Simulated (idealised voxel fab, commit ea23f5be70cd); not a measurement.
Name of the process module below: voxel air gaps
Each square cell in cross-section cut measures 5 nm, and the section as a whole is 170 nm wide.
In what follows, cross-sections appear as grids of square cells, described through bands that run from the top down, where every band is one or more rows of cells. Each band's line starts with the height of the band's top and of its bottom, in nm. Then come its materials from left to right, each with its width in nm. One material with "throughout" fills the band from edge to edge. "air" is empty space. Convention: height 0 is the level below which the wafer, as received, is all one material. The lowest band does not terminate at the bottom but continues downward, represented as "from 0 down". A two-number width, for instance "30->40", indicates that the width is equal to the first number in the top row of the band and to the second number in the bottom row, and that it changes by a constant amount per row of cells. Reading "nothing was modified" for a step: not a cell of the cross-section changed in it. Enclosed internal voids: empty space of 8 cells or more with no open way to the top, each as width x height at its distance from the left edge, in nm. Whatever follows a step's settings on its line is a remark the simulator itself makes about that step. A step's line can hold "overlay nm"; with a mask on that step, the setting says how far right of the planned place the mask lay, while a negative setting says it lay to the left.

These are the steps we planned for the process
step 1: op RECEIVE | material Si
step 2: op CONFORMAL_DEP | material SiO2 | thk nm 15
step 3: op CONFORMAL_DEP | material SiCN | thk nm 5
step 4: op DIRECTIONAL_DEP | material lowk | thk nm 35
step 5: op MASKED_ETCH | tone open | mask id LINES | width nm 20 | pitch nm 50 | etch materials lowk | depth nm 35 | overlay nm 0
step 6: op CONFORMAL_DEP | material TiN | thk nm 5
step 7: op FILL_DEP | material Ru | thk nm 5
step 8: op CMP | height nm 55
step 9: op EPI | material Ru | thk nm 10
step 10: op SELECTIVE_ETCH | etch materials lowk | depth nm 45
step 11: op CONFORMAL_DEP | material SiCN | thk nm 5

Step 1 complete: cross-section of the wafer as received
* from 0 down | Si throughout
* Enclosed internal voids: none

Post-module cross-section of the first of two wafers (run per plan)
* from 70 to 65 | air 10 nm | SiCN 150 nm | air 10 nm
* from 65 to 55 | air 10 nm | SiCN 5 nm | Ru 40 nm | SiCN 10 nm | Ru 40 nm | SiCN 10 nm | Ru 40 nm | SiCN 5 nm | air 10 nm
* from 55 to 50 | air 10 nm | SiCN 15 nm | TiN 5 nm | Ru 10 nm | TiN 5 nm | SiCN 30 nm | TiN 5 nm | Ru 10 nm | TiN 5 nm | SiCN 30 nm | TiN 5 nm | Ru 10 nm | TiN 5 nm | SiCN 15 nm | air 10 nm
* from 50 to 25 | air 20 nm | SiCN 5 nm | TiN 5 nm | Ru 10 nm | TiN 5 nm | SiCN 5 nm | air 20 nm | SiCN 5 nm | TiN 5 nm | Ru 10 nm | TiN 5 nm | SiCN 5 nm | air 20 nm | SiCN 5 nm | TiN 5 nm | Ru 10 nm | TiN 5 nm | SiCN 5 nm | air 20 nm
* from 25 to 20 | SiCN 25 nm | TiN 20 nm | SiCN 30 nm | TiN 20 nm | SiCN 30 nm | TiN 20 nm | SiCN 25 nm
* from 20 to 15 | SiCN throughout
* from 15 to 0 | SiO2 throughout
* from 0 down | Si throughout
* Enclosed internal voids: 20 x 25 at 50; 20 x 25 at 100

Here is the second of the two wafers cut open at the end of the module - same start, same plan as the first one, but we made one mistake running it
* from 60 to 50 | SiCN throughout
* from 50 to 15 | lowk throughout
* from 15 to 0 | SiO2 throughout
* from 0 down | Si throughout
* Enclosed internal voids: none
What was done differently from what was planned? steps 3 and 4 got flipped, so each one ran where the other should have
Final wafer comparison in cells, second versus first, more or fewer per material: Ru -84 | SiCN -78 | TiN -48 | lowk +238
Final closed voids: first wafer 2, second wafer 0.
